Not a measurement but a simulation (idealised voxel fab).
process module | voxel air gaps
cross-section cut | 235 nm wide | cells 5 nm
A cross-section is a grid of square cells, given in bands from the top down. A band is one or more rows of cells.
Each band's line starts with the height of the band's top and of its bottom, in nm. Then come its materials from left to right, each with its width in nm. One material with "throughout" fills the band from edge to edge. "air" is empty space.
Height 0 is the level under which the wafer as received is all one material. The lowest band goes on downwards, as in "0 down".
A width such as "30 to 40" changes by the same amount from each row of cells to the next, from the band's top row to its bottom row.
"no change" after a step means that no cell of the cross-section changed.
closed voids: empty space of 8 cells or more with no open way to the top, each as width x height at its distance from the left edge, in nm
after a step's settings: what the simulator itself notes on the step
overlay nm, on a step with a mask: how far to the right of its planned place the mask lay; to the left if negative
plan
1 op RECEIVE | material Si
2 op CONFORMAL_DEP | material SiO2 | thk nm 15
3 op CONFORMAL_DEP | material SiCN | thk nm 5
4 op DIRECTIONAL_DEP | material lowk | thk nm 30
5 op PATTERN | tone open | mask id LINES | material resist | width nm 20 | pitch nm 50 | thk nm 15 | overlay nm 0
6 op DIRECTIONAL_ETCH | etch materials lowk | depth nm 30
7 op STRIP | etch materials resist
8 op CONFORMAL_DEP | material TiN | thk nm 5
9 op FILL_DEP | material W | thk nm 5
10 op CMP | height nm 50
11 op EPI | material Ru | thk nm 10
12 op SELECTIVE_ETCH | etch materials lowk | depth nm 40
13 op CONFORMAL_DEP | material SiCN | thk nm 5
first wafer, as planned
as received, after step 1
  0 down: Si throughout
  closed voids: none
after step 2
  15 to 0: SiO2 throughout
  below 0: unchanged
after step 3
  20 to 15: SiCN throughout
  below 15: unchanged
after step 4
  50 to 20: lowk throughout
  below 20: unchanged
after step 5
  65 to 50: resist 55 | air 20 | resist 30 | air 20 | resist 30 | air 20 | resist 60
  below 50: unchanged
after step 6
  65 to 50: resist 55 | air 20 | resist 30 | air 20 | resist 30 | air 20 | resist 60
  50 to 20: lowk 55 | air 20 | lowk 30 | air 20 | lowk 30 | air 20 | lowk 60
  below 20: unchanged
after step 7
  50 to 20: lowk 55 | air 20 | lowk 30 | air 20 | lowk 30 | air 20 | lowk 60
  below 20: unchanged
after step 8
  55 to 50: TiN 60 | air 10 | TiN 40 | air 10 | TiN 40 | air 10 | TiN 65
  50 to 25: lowk 55 | TiN 5 | air 10 | TiN 5 | lowk 30 | TiN 5 | air 10 | TiN 5 | lowk 30 | TiN 5 | air 10 | TiN 5 | lowk 60
  25 to 20: lowk 55 | TiN 20 | lowk 30 | TiN 20 | lowk 30 | TiN 20 | lowk 60
  below 20: unchanged
after step 9
  60 to 55: W throughout
  55 to 50: TiN 60 | W 10 | TiN 40 | W 10 | TiN 40 | W 10 | TiN 65
  50 to 25: lowk 55 | TiN 5 | W 10 | TiN 5 | lowk 30 | TiN 5 | W 10 | TiN 5 | lowk 30 | TiN 5 | W 10 | TiN 5 | lowk 60
  below 25: unchanged
after step 10
  50 to 25: lowk 55 | TiN 5 | W 10 | TiN 5 | lowk 30 | TiN 5 | W 10 | TiN 5 | lowk 30 | TiN 5 | W 10 | TiN 5 | lowk 60
  below 25: unchanged
after step 11
  60 to 50: air 45 | Ru 40 | air 10 | Ru 40 | air 10 | Ru 40 | air 50
  below 50: unchanged
after step 12
  60 to 50: air 45 | Ru 40 | air 10 | Ru 40 | air 10 | Ru 40 | air 50
  50 to 25: air 55 | TiN 5 | W 10 | TiN 5 | air 30 | TiN 5 | W 10 | TiN 5 | air 30 | TiN 5 | W 10 | TiN 5 | air 60
  25 to 20: air 55 | TiN 20 | air 30 | TiN 20 | air 30 | TiN 20 | air 60
  below 20: unchanged
after step 13
  65 to 60: air 40 | SiCN 150 | air 45
  60 to 50: air 40 | SiCN 5 | Ru 40 | SiCN 10 | Ru 40 | SiCN 10 | Ru 40 | SiCN 5 | air 45
  50 to 45: air 40 | SiCN 15 | TiN 5 | W 10 | TiN 5 | SiCN 30 | TiN 5 | W 10 | TiN 5 | SiCN 30 | TiN 5 | W 10 | TiN 5 | SiCN 15 | air 45
  45 to 25: air 50 | SiCN 5 | TiN 5 | W 10 | TiN 5 | SiCN 5 | air 20 | SiCN 5 | TiN 5 | W 10 | TiN 5 | SiCN 5 | air 20 | SiCN 5 | TiN 5 | W 10 | TiN 5 | SiCN 5 | air 55
  25 to 20: SiCN 55 | TiN 20 | SiCN 30 | TiN 20 | SiCN 30 | TiN 20 | SiCN 60
  below 20: unchanged
  closed voids: 20 x 20 at 80; 20 x 20 at 130
second wafer: like start, like plan, one mistake. Through step 10 it matches the first wafer
when step 11 should have ended
  70 to 50: air 35 | Ru 160 | air 40
  below 50: unchanged
when step 12 should have ended
  70 to 50: air 35 | Ru 160 | air 40
  50 to 25: air 55 | TiN 5 | W 10 | TiN 5 | lowk 30 | TiN 5 | W 10 | TiN 5 | lowk 30 | TiN 5 | W 10 | TiN 5 | air 60
  25 to 20: air 55 | TiN 20 | lowk 30 | TiN 20 | lowk 30 | TiN 20 | air 60
  below 20: unchanged
when step 13 should have ended
  75 to 70: air 30 | SiCN 170 | air 35
  70 to 50: air 30 | SiCN 5 | Ru 160 | SiCN 5 | air 35
  50 to 45: air 30 | SiCN 25 | TiN 5 | W 10 | TiN 5 | lowk 30 | TiN 5 | W 10 | TiN 5 | lowk 30 | TiN 5 | W 10 | TiN 5 | SiCN 25 | air 35
  45 to 25: air 50 | SiCN 5 | TiN 5 | W 10 | TiN 5 | lowk 30 | TiN 5 | W 10 | TiN 5 | lowk 30 | TiN 5 | W 10 | TiN 5 | SiCN 5 | air 55
  25 to 20: SiCN 55 | TiN 20 | lowk 30 | TiN 20 | lowk 30 | TiN 20 | SiCN 60
  below 20: unchanged
what went wrong: step 11 was run twice
at the end the second wafer has, in cells: 80 more of Ru | 36 fewer of SiCN | 72 more of lowk
closed voids at the end (first wafer, second wafer): 2, 0
